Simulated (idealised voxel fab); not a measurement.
The following process module bears the name voxel fin reveal.
This is section cut - it's 275 nm across, gridded in 5 nm square cells.
Cross-section, as written here: a square-cell grid given band by band from the top down, where a band holds one or more rows of cells. Basically the band line says how high the top is and how high the bottom is, in nm, and then what's in it from left to right, every material with its width in nm. Empty space shows up as "air", and if a single material carries "throughout" it runs the full band edge to edge. Zero point of the height axis is 0; under it, received wafer = one material. Lowest band: continues down indefinitely, "top 0, no bottom". Think of "30 to 40" as a width that walks from the first number to the second as you go down the band, top row to bottom row, taking equal-sized steps from row to row. Any step labelled "no modification" changed none of the cells in the cross-section. In the "Sealed cavities" entry, you get each enclosed empty space of 8 cells or more, one with no open way to the top, written width x height at distance, distance from the left edge, in nm. Step line, after settings: the simulator's comment on this step. "overlay nm" denotes, for a step that has a mask, the displacement of the mask to the right of its planned place, with negative values corresponding to the left.

[Steps planned for the process]
step 1: RECEIVE [material Si]
step 2: CONFORMAL_DEP [material SiN] [thk nm 5]
step 3: MASKED_ETCH [tone cover] [mask id FINS] [width nm 15] [pitch nm 40] [etch materials SiN] [depth nm 5] [overlay nm 0]
step 4: MASKED_ETCH [tone cover] [mask id FINS] [width nm 15] [pitch nm 40] [etch materials Si] [depth nm 30] [overlay nm 0]
step 5: OXIDIZE [depth nm 5]
step 6: FILL_DEP [material SiO2] [thk nm 15]
step 7: CMP [height nm 5]
step 8: SELECTIVE_ETCH [etch materials SiO2] [depth nm 15]
step 9: STRIP [etch materials SiN]
step 10: CONFORMAL_DEP [material SiO2] [thk nm 5]

[The cross-section here shows the wafer as received, i.e. in its state after step 1]
> top 0, no bottom = Si throughout
> Sealed cavities: none

[As-planned run: cross-section of the first of two wafers at end of module]
> top 5, bottom 0 = air (110) / SiO2 (15) / air (25) / SiO2 (15) / air (110)
> top 0, bottom -5 = air (110) / SiO2 (5) / Si (5) / SiO2 (5) / air (25) / SiO2 (5) / Si (5) / SiO2 (5) / air (110)
> top -5, bottom -35 = SiO2 (115) / Si (5) / SiO2 (35) / Si (5) / SiO2 (115)
> top -35, no bottom = Si throughout
> Sealed cavities: none

[Cross-section at end of module for the second wafer of two, which matched the first in starting point and plan and differed by one mistake in its processing]
> top 5, bottom 0 = air (105) / SiO2 (25) / air (15) / SiO2 (25) / air (105)
> top 0, bottom -5 = air (105) / SiO2 (5) / Si (15) / SiO2 (5) / air (15) / SiO2 (5) / Si (15) / SiO2 (5) / air (105)
> top -5, bottom -35 = SiO2 (110) / Si (15) / SiO2 (25) / Si (15) / SiO2 (110)
> top -35, no bottom = Si throughout
> Sealed cavities: none
What was done differently from what was planned? step 3 was run on a setting that differed from the plan, and what really ran there is MASKED_ETCH [tone cover] [mask id FINS] [width nm 25] [pitch nm 40] [etch materials SiN] [depth nm 5] [overlay nm 0]
End check, counted in cells, second wafer has more or fewer of these materials than the first: +28 Si; -20 SiO2
